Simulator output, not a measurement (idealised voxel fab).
process module | voxel trench capacitor
cross-section cut | 165 nm wide | cells 5 nm
A cross-section is a grid of square cells, given in bands from the top down. A band is one or more rows of cells.
Each band's line starts with the height of the band's top and of its bottom, in nm. Then come its materials from left to right, each with its width in nm. One material with "throughout" fills the band from edge to edge. "air" is empty space.
Height 0 is the level under which the wafer as received is all one material. The lowest band goes on downwards, as in "0 down".
A width such as "30 to 40" changes by the same amount from each row of cells to the next, from the band's top row to its bottom row.
"no change" after a step means that no cell of the cross-section changed.
closed voids: empty space of 8 cells or more with no open way to the top, each as width x height at its distance from the left edge, in nm
after a step's settings: what the simulator itself notes on the step
overlay nm, on a step with a mask: how far to the right of its planned place the mask lay; to the left if negative
plan
1 op RECEIVE | material Si
2 op CONFORMAL_DEP | material SiN | thk nm 10
3 op DIRECTIONAL_DEP | material aC | thk nm 10
4 op PATTERN | tone open | mask id TRENCH | material resist | width nm 25 | pitch nm 50 | thk nm 30 | overlay nm 0
5 op DIRECTIONAL_ETCH | etch materials aC | depth nm 10
6 op STRIP | etch materials resist
7 op DIRECTIONAL_ETCH | etch materials SiN | depth nm 10
8 op DIRECTIONAL_ETCH | etch materials Si | depth nm 30
9 op STRIP | etch materials aC
10 op CONFORMAL_DEP | material HfO2 | thk nm 5
11 op CONFORMAL_DEP | material TiN | thk nm 5
12 op FILL_DEP | material W | thk nm 5
13 op CMP | height nm 10
first wafer, as planned
as received, after step 1
  0 down: Si throughout
  closed voids: none
after step 2
  10 to 0: SiN throughout
  below 0: unchanged
after step 3
  20 to 10: aC throughout
  below 10: unchanged
after step 4
  50 to 20: resist 45 | air 25 | resist 25 | air 25 | resist 45
  below 20: unchanged
after step 5
  40 to 20: resist 45 | air 25 | resist 25 | air 25 | resist 45
  20 to 10: aC 45 | air 25 | aC 25 | air 25 | aC 45
  below 10: unchanged
after step 6
  20 to 10: aC 45 | air 25 | aC 25 | air 25 | aC 45
  below 10: unchanged
after step 7
  20 to 10: aC 45 | air 25 | aC 25 | air 25 | aC 45
  10 to 0: SiN 45 | air 25 | SiN 25 | air 25 | SiN 45
  below 0: unchanged
after step 8
  20 to 10: aC 45 | air 25 | aC 25 | air 25 | aC 45
  10 to 0: SiN 45 | air 25 | SiN 25 | air 25 | SiN 45
  0 to -30: Si 45 | air 25 | Si 25 | air 25 | Si 45
  below -30: unchanged
after step 9
  10 to 0: SiN 45 | air 25 | SiN 25 | air 25 | SiN 45
  below 0: unchanged
after step 10
  15 to 10: HfO2 50 | air 15 | HfO2 35 | air 15 | HfO2 50
  10 to 0: SiN 45 | HfO2 5 | air 15 | HfO2 5 | SiN 25 | HfO2 5 | air 15 | HfO2 5 | SiN 45
  0 to -25: Si 45 | HfO2 5 | air 15 | HfO2 5 | Si 25 | HfO2 5 | air 15 | HfO2 5 | Si 45
  -25 to -30: Si 45 | HfO2 25 | Si 25 | HfO2 25 | Si 45
  below -30: unchanged
after step 11
  20 to 15: TiN 55 | air 5 | TiN 45 | air 5 | TiN 55
  15 to 10: HfO2 50 | TiN 5 | air 5 | TiN 5 | HfO2 35 | TiN 5 | air 5 | TiN 5 | HfO2 50
  10 to 0: SiN 45 | HfO2 5 | TiN 5 | air 5 | TiN 5 | HfO2 5 | SiN 25 | HfO2 5 | TiN 5 | air 5 | TiN 5 | HfO2 5 | SiN 45
  0 to -20: Si 45 | HfO2 5 | TiN 5 | air 5 | TiN 5 | HfO2 5 | Si 25 | HfO2 5 | TiN 5 | air 5 | TiN 5 | HfO2 5 | Si 45
  -20 to -25: Si 45 | HfO2 5 | TiN 15 | HfO2 5 | Si 25 | HfO2 5 | TiN 15 | HfO2 5 | Si 45
  below -25: unchanged
after step 12
  25 to 20: W throughout
  20 to 15: TiN 55 | W 5 | TiN 45 | W 5 | TiN 55
  15 to 10: HfO2 50 | TiN 5 | W 5 | TiN 5 | HfO2 35 | TiN 5 | W 5 | TiN 5 | HfO2 50
  10 to 0: SiN 45 | HfO2 5 | TiN 5 | W 5 | TiN 5 | HfO2 5 | SiN 25 | HfO2 5 | TiN 5 | W 5 | TiN 5 | HfO2 5 | SiN 45
  0 to -20: Si 45 | HfO2 5 | TiN 5 | W 5 | TiN 5 | HfO2 5 | Si 25 | HfO2 5 | TiN 5 | W 5 | TiN 5 | HfO2 5 | Si 45
  below -20: unchanged
after step 13
  10 to 0: SiN 45 | HfO2 5 | TiN 5 | W 5 | TiN 5 | HfO2 5 | SiN 25 | HfO2 5 | TiN 5 | W 5 | TiN 5 | HfO2 5 | SiN 45
  below 0: unchanged
second wafer: like start, like plan, one mistake. Through step 3 it matches the first wafer
when step 4 should have ended
  50 to 20: resist 50 | air 15 | resist 35 | air 15 | resist 50
  below 20: unchanged
when step 5 should have ended
  40 to 20: resist 50 | air 15 | resist 35 | air 15 | resist 50
  20 to 10: aC 50 | air 15 | aC 35 | air 15 | aC 50
  below 10: unchanged
when step 6 should have ended
  20 to 10: aC 50 | air 15 | aC 35 | air 15 | aC 50
  below 10: unchanged
when step 7 should have ended
  20 to 10: aC 50 | air 15 | aC 35 | air 15 | aC 50
  10 to 0: SiN 50 | air 15 | SiN 35 | air 15 | SiN 50
  below 0: unchanged
when step 8 should have ended
  20 to 10: aC 50 | air 15 | aC 35 | air 15 | aC 50
  10 to 0: SiN 50 | air 15 | SiN 35 | air 15 | SiN 50
  0 to -30: Si 50 | air 15 | Si 35 | air 15 | Si 50
  below -30: unchanged
when step 9 should have ended
  10 to 0: SiN 50 | air 15 | SiN 35 | air 15 | SiN 50
  below 0: unchanged
when step 10 should have ended
  15 to 10: HfO2 55 | air 5 | HfO2 45 | air 5 | HfO2 55
  10 to 0: SiN 50 | HfO2 5 | air 5 | HfO2 5 | SiN 35 | HfO2 5 | air 5 | HfO2 5 | SiN 50
  0 to -25: Si 50 | HfO2 5 | air 5 | HfO2 5 | Si 35 | HfO2 5 | air 5 | HfO2 5 | Si 50
  -25 to -30: Si 50 | HfO2 15 | Si 35 | HfO2 15 | Si 50
  below -30: unchanged
when step 11 should have ended
  20 to 15: TiN throughout
  15 to 10: HfO2 55 | TiN 5 | HfO2 45 | TiN 5 | HfO2 55
  10 to 0: SiN 50 | HfO2 5 | TiN 5 | HfO2 5 | SiN 35 | HfO2 5 | TiN 5 | HfO2 5 | SiN 50
  0 to -25: Si 50 | HfO2 5 | TiN 5 | HfO2 5 | Si 35 | HfO2 5 | TiN 5 | HfO2 5 | Si 50
  below -25: unchanged
when step 12 should have ended
  25 to 20: W throughout
  below 20: unchanged
when step 13 should have ended
  10 to 0: SiN 50 | HfO2 5 | TiN 5 | HfO2 5 | SiN 35 | HfO2 5 | TiN 5 | HfO2 5 | SiN 50
  below 0: unchanged
what went wrong: step 4 ran as: op PATTERN | tone open | mask id TRENCH | material resist | width nm 15 | pitch nm 50 | thk nm 30 | overlay nm 0
at the end the second wafer has, in cells: 4 fewer of HfO2 | 24 more of Si | 8 more of SiN | 16 fewer of TiN | 12 fewer of W
